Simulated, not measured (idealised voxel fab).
Name of the process module below: voxel wiring stack
Cross-section cut: width 260 nm, square cells of 5 nm.
This document writes a cross-section as a grid whose cells are square, and gives it as bands, listed from the top down; one or more rows of cells form a band.
In this notation a band is specified by the heights of its top and bottom, in that order and in nm, after which its materials appear from left to right, each paired with its width in nm. The word "full width" attached to a single material means that material fills the band from edge to edge; the word "blank" stands for empty space.
A quick word on heights: they are counted from 0, and under that level the wafer as it came to us is one material throughout. The lowest band is different from the rest in having no bottom; it simply continues downward, written as in "0 down".
It should be noted that a width expressed as "30->40" varies in equal increments from row to row of cells within the band, taking the value of the first number at the top row and that of the second number at the bottom row.
"remained the same" for a step: no cell of the cross-section changed in that step.
Closed empty spaces (no open way to the top) of 8 cells or more are what "Enclosed voids" lists, each as width x height at distance from the left edge, nm for all three.
It should be noted that, on the line of a given step, the content following the step's settings is a remark produced by the simulator itself with respect to that step.
overlay nm: on a step with a mask, how far right of its planned place the mask lay; negative means left.
THIS SECTION LISTS THE PROCESS STEPS THAT WERE PLANNED
1: RECEIVE: material Si
2: CONFORMAL_DEP: material SiO2, thk nm 15
3: CONFORMAL_DEP: material SiN, thk nm 5
4: DIRECTIONAL_DEP: material lowk, thk nm 15
5: MASKED_ETCH: tone open, mask id METAL_1, width nm 25, pitch nm 50, etch materials lowk, depth nm 15, overlay nm 0
6: MASKED_ETCH: tone open, mask id METAL_1, width nm 25, pitch nm 50, etch materials SiN, depth nm 5, overlay nm 0
7: CONFORMAL_DEP: material TiN, thk nm 5
8: FILL_DEP: material W, thk nm 10
9: CMP: height nm 35
10: EPI: material Ru, thk nm 5
11: FILL_DEP: material SiCN, thk nm 5
12: DIRECTIONAL_DEP: material lowk, thk nm 35
13: PATTERN: tone open, mask id METAL_2_HOLES, material resist, width nm 15, thk nm 15, overlay nm 0
14: DIRECTIONAL_ETCH: etch materials lowk, depth nm 35
15: STRIP: etch materials resist
16: DIRECTIONAL_DEP: material aC, thk nm 15
17: PATTERN: tone open, mask id METAL_2, material resist, width nm 25, pitch nm 50, thk nm 35, overlay nm 0
18: DIRECTIONAL_ETCH: etch materials aC, depth nm 15
19: STRIP: etch materials resist
20: DIRECTIONAL_ETCH: etch materials lowk, depth nm 20
21: DIRECTIONAL_ETCH: etch materials SiCN, depth nm 5
22: STRIP: etch materials aC
23: CONFORMAL_DEP: material TiN, thk nm 5
24: FILL_DEP: material Cu, thk nm 5
25: CMP: height nm 80
26: CONFORMAL_DEP: material SiCN, thk nm 5
CROSS-SECTION OF THE WAFER AS IT CAME TO US, I.E., ALREADY THROUGH STEP 1
> 0 down = Si full width
> Enclosed voids: none
FIRST OF TWO WAFERS: CROSS-SECTION AT END OF MODULE, RUN PER PLAN
> 85 to 80 = SiCN full width
> 80 to 65 = lowk 90  TiN 5  Cu 15  TiN 5  lowk 25  TiN 5  Cu 15  TiN 5  lowk 95
> 65 to 60 = lowk 90  TiN 5  Cu 5  TiN 15  lowk 25  TiN 25  lowk 95
> 60 to 45 = lowk 90  TiN 5  Cu 5  TiN 5  lowk 155
> 45 to 40 = SiCN 90  TiN 15  SiCN 155
> 40 to 35 = SiCN 85  Ru 35  SiCN 15  Ru 35  SiCN 90
> 35 to 20 = lowk 90  TiN 5  W 15  TiN 5  lowk 25  TiN 5  W 15  TiN 5  lowk 95
> 20 to 15 = SiN 90  TiN 25  SiN 25  TiN 25  SiN 95
> 15 to 0 = SiO2 full width
> 0 down = Si full width
> Enclosed voids: none
CROSS-SECTIONAL VIEW OF THE SECOND OF TWO WAFERS UPON COMPLETION OF THE MODULE. THIS WAFER SHARED ITS STARTING CONDITION AND PROCESS PLAN WITH THE FIRST; ONE ERROR WAS MADE DURING ITS EXECUTION
> 85 to 80 = SiCN full width
> 80 to 65 = lowk 90  TiN 5  Cu 15  TiN 5  lowk 25  TiN 5  Cu 15  TiN 5  lowk 95
> 65 to 60 = lowk 90  TiN 5  Cu 5  TiN 15  lowk 25  TiN 25  lowk 95
> 60 to 45 = lowk 90  TiN 5  Cu 5  TiN 5  lowk 155
> 45 to 40 = SiCN 90  TiN 15  SiCN 155
> 40 to 35 = SiCN 85  Ru 35  SiCN 15  Ru 35  SiCN 90
> 35 to 25 = lowk 90  TiN 5  W 15  TiN 5  lowk 25  TiN 5  W 15  TiN 5  lowk 95
> 25 to 20 = lowk 90  TiN 5  W 5  TiN 15  lowk 25  TiN 5  W 5  TiN 15  lowk 95
> 20 to 15 = SiN 90  TiN 15  SiN 35  TiN 15  SiN 105
> 15 to 0 = SiO2 full width
> 0 down = Si full width
> Enclosed voids: none
Which mistake was made when the wafer was run? step 6, actual vs plan mismatch, actual run MASKED_ETCH: tone open, mask id METAL_1, width nm 25, pitch nm 50, etch materials SiN, depth nm 5, overlay nm -10
Looking at both finished wafers in cells, the second ends up ahead of or behind the first on some materials: SiN: 4 more | W: 4 fewer
